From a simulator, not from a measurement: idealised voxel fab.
A process module follows: voxel self aligned vias.
Square cell edge 5 nm, section width 215 nm, ID cut.
Bands, listed from the top down, are how a cross-section gets written in this document; the cross-section itself is a grid of square cells, and a band is one or more rows of them. Top, bottom (nm), then materials left to right with widths (nm); lone material tagged "throughout" fills the whole band edge to edge; "blank" = empty space. All heights in this document are referenced to 0, defined as the level beneath which the wafer, as received, consists entirely of one material. The lowest band is not bounded below; it extends indefinitely downward and is written in the form "0 nm and below". Top row gets the first number, bottom row gets the second, and each row in between changes by the same step: that is how a band width like "30 to 40" works. Step note "nothing different" = no cross-section cell changed. "Closed void inventory" means: voids of 8 cells or more that are shut off from the top with no open way through. Written width x height at distance, distance from the left edge, in nm. On each step's line, the part that comes after the settings is the simulator's own comment on the step. The setting "overlay nm" may be written on the line of a step. When the step uses a mask, the value reports how far to the right of the planned place the mask lay, and a negative value reports that it lay to the left.

## Process steps (planned)
step 1: RECEIVE,material Si
step 2: CONFORMAL_DEP,material SiO2,thk nm 10
step 3: CONFORMAL_DEP,material SiCN,thk nm 5
step 4: DIRECTIONAL_DEP,material SiO2,thk nm 20
step 5: DIRECTIONAL_DEP,material aC,thk nm 15
step 6: PATTERN,tone open,mask id LINES,material resist,width nm 20,pitch nm 60,thk nm 30,overlay nm 0
step 7: DIRECTIONAL_ETCH,etch materials aC,depth nm 15
step 8: STRIP,etch materials resist
step 9: DIRECTIONAL_ETCH,etch materials SiO2,depth nm 20
step 10: STRIP,etch materials aC
step 11: CONFORMAL_DEP,material TiN,thk nm 5
step 12: FILL_DEP,material W,thk nm 10
step 13: CMP,height nm 35
step 14: SELECTIVE_ETCH,etch materials W Ru TiN,depth nm 10
step 15: FILL_DEP,material SiN,thk nm 10
step 16: CMP,height nm 35
step 17: DIRECTIONAL_DEP,material SiO2,thk nm 15
step 18: DIRECTIONAL_DEP,material aC,thk nm 10
step 19: PATTERN,tone open,mask id VIAS,material resist,width nm 30,thk nm 30,overlay nm 0
step 20: DIRECTIONAL_ETCH,etch materials aC,depth nm 10
step 21: STRIP,etch materials resist
step 22: DIRECTIONAL_ETCH,etch materials SiO2,depth nm 15
step 23: DIRECTIONAL_ETCH,etch materials SiN,depth nm 10
step 24: STRIP,etch materials aC
step 25: CONFORMAL_DEP,material TiN,thk nm 5
step 26: FILL_DEP,material W,thk nm 5
step 27: CMP,height nm 50
step 28: CONFORMAL_DEP,material SiN,thk nm 5

## Here's what the wafer looked like in cross-section when it arrived - that's after step 1
	0 nm and below: Si throughout
	Closed void inventory: none

## The plan above was carried out on the starting structure above with one mistake, and this cross-section shows the wafer at the end of the module
	55 nm to 50 nm: SiN throughout
	50 nm to 40 nm: SiO2=60 | TiN=5 | W=20 | TiN=5 | SiO2=125
	40 nm to 35 nm: SiO2=60 | TiN=10 | W=10 | TiN=10 | SiO2=125
	35 nm to 30 nm: SiO2=65 | TiN=5 | W=10 | TiN=5 | SiO2=40 | SiN=20 | SiO2=70
	30 nm to 25 nm: SiO2=65 | TiN=20 | SiO2=40 | SiN=20 | SiO2=70
	25 nm to 20 nm: SiO2=65 | TiN=20 | SiO2=40 | TiN=20 | SiO2=70
	20 nm to 15 nm: SiCN throughout
	15 nm to 0 nm: SiO2 throughout
	0 nm and below: Si throughout
	Closed void inventory: none
Finding, execution versus plan: step 2 ran differently from the plan; actual operation with settings: CONFORMAL_DEP,material SiO2,thk nm 15
